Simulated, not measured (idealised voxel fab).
You're looking at the process module voxel ribs on slabs.
For reference, the cross-section in this document is cut, with width 140 nm and square cells of 5 nm.
Think of the cross-section as a grid of square cells. We describe it in bands, top to bottom, and each band covers one or more rows of those cells. In this notation a band is specified by the heights of its top and bottom, in that order and in nm, after which its materials appear from left to right, each paired with its width in nm. The word "all across" attached to a single material means that material fills the band from edge to edge; the word "blank" stands for empty space. We count height from 0. Below that, the starting wafer is all one material. The lowest band never ends at the bottom but goes on down; see "z 0 and below" for how that is written. With a width like "30..40", each row of cells in the band differs from the next by the same amount, the top row carrying the first number and the bottom row the second. Step note "nothing got changed" = no cross-section cell changed. Reported under the label "Entrapped voids" are the empty spaces having no open way to the top and comprising 8 cells or more; the notation for each is width x height at distance, in which the distance is measured from the left edge and all three values are in nm. Note: text after step settings on the step line = simulator remark on that step. overlay nm: where the mask lay relative to plan, measured to the right, on steps with a mask; negatives go left.

The process steps that were planned are listed below:
1. RECEIVE, material Si
2. DIRECTIONAL_DEP, material SiO2, thk nm 20
3. DIRECTIONAL_DEP, material polySi, thk nm 15
4. MASKED_ETCH, tone cover, mask id RIB, width nm 15, etch materials polySi, depth nm 10, overlay nm 0
5. MASKED_ETCH, tone cover, mask id SLAB, width nm 45, etch materials polySi, depth nm 5, overlay nm 0
6. FILL_DEP, material SiO2, thk nm 20
7. CMP, height nm 50
8. DIRECTIONAL_DEP, material W, thk nm 5
9. DIRECTIONAL_DEP, material aC, thk nm 10
10. PATTERN, tone cover, mask id HEATER, material resist, width nm 25, thk nm 30, overlay nm 0
11. DIRECTIONAL_ETCH, etch materials aC, depth nm 10
12. STRIP, etch materials resist
13. DIRECTIONAL_ETCH, etch materials W, depth nm 5
14. STRIP, etch materials aC
15. CONFORMAL_DEP, material SiN, thk nm 5

Cross-sectional view of the wafer in its as-received condition, corresponding to the state after step 1:
> z 0 and below: Si all across
> Entrapped voids: none

Post-module cross-section of the first of two wafers (run per plan):
> z 60 to 55: blank 50, then SiN 35, then blank 55
> z 55 to 50: SiN 55, then W 25, then SiN 60
> z 50 to 35: SiO2 all across
> z 35 to 25: SiO2 60, then polySi 15, then SiO2 65
> z 25 to 20: SiO2 45, then polySi 45, then SiO2 50
> z 20 to 0: SiO2 all across
> z 0 and below: Si all across
> Entrapped voids: none

Cross-sectional view: second of two wafers, end of module; start and plan identical to the first, one mistake in running:
> z 60 to 55: blank 50, then SiN 35, then blank 55
> z 55 to 50: SiN 55, then W 25, then SiN 60
> z 50 to 35: SiO2 all across
> z 35 to 30: SiO2 45, then polySi 15, then SiO2 15, then polySi 15, then SiO2 50
> z 30 to 25: polySi 60, then SiO2 15, then polySi 65
> z 25 to 20: polySi all across
> z 20 to 0: SiO2 all across
> z 0 and below: Si all across
> Entrapped voids: none
Where did the run depart from the plan? step 4, actual vs plan mismatch, actual run MASKED_ETCH, tone open, mask id RIB, width nm 15, etch materials polySi, depth nm 10, overlay nm 0
Wrapping up, a cell-based count of both wafers puts the second over or under the first for these materials: SiO2 -44; polySi +44
